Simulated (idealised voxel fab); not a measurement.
process module | voxel quadruple lines
cross-section cut | 245 nm wide | cells 5 nm
A cross-section is a grid of square cells, given in bands from the top down. A band is one or more rows of cells.
Each band's line starts with the height of the band's top and of its bottom, in nm. Then come its materials from left to right, each with its width in nm. One material with "throughout" fills the band from edge to edge. "air" is empty space.
Height 0 is the level under which the wafer as received is all one material. The lowest band goes on downwards, as in "0 down".
A width such as "30 to 40" changes by the same amount from each row of cells to the next, from the band's top row to its bottom row.
"no change" after a step means that no cell of the cross-section changed.
closed voids: empty space of 8 cells or more with no open way to the top, each as width x height at its distance from the left edge, in nm
after a step's settings: what the simulator itself notes on the step
overlay nm, on a step with a mask: how far to the right of its planned place the mask lay; to the left if negative
plan
1 op RECEIVE | material Si
2 op CONFORMAL_DEP | material Al2O3 | thk nm 10
3 op DIRECTIONAL_DEP | material TiN | thk nm 10
4 op DIRECTIONAL_DEP | material polySi | thk nm 15
5 op DIRECTIONAL_DEP | material aC | thk nm 25
6 op PATTERN | tone cover | mask id MANDREL | material resist | width nm 25 | pitch nm 80 | thk nm 35 | overlay nm 0
7 op DIRECTIONAL_ETCH | etch materials aC | depth nm 25
8 op STRIP | etch materials resist
9 op CONFORMAL_DEP | material SiO2 | thk nm 15
10 op DIRECTIONAL_ETCH | etch materials SiO2 | depth nm 15
11 op STRIP | etch materials aC
12 op DIRECTIONAL_ETCH | etch materials polySi | depth nm 15
13 op STRIP | etch materials SiO2
14 op CONFORMAL_DEP | material SiN | thk nm 5
15 op DIRECTIONAL_ETCH | etch materials SiN | depth nm 5
16 op STRIP | etch materials polySi
17 op DIRECTIONAL_ETCH | etch materials TiN | depth nm 10
18 op STRIP | etch materials SiN
as received, after step 1
  0 down: Si throughout
  closed voids: none
a wafer at the end: this start, this plan, one mistake
  10 to 0: air 50 | TiN 5 | air 15 | TiN 5 | air 15 | TiN 5 | air 15 | TiN 5 | air 15 | TiN 5 | air 15 | TiN 5 | air 15 | TiN 5 | air 15 | TiN 5 | air 50
  0 down: Si throughout
  closed voids: none
what went wrong: step 2 was left out
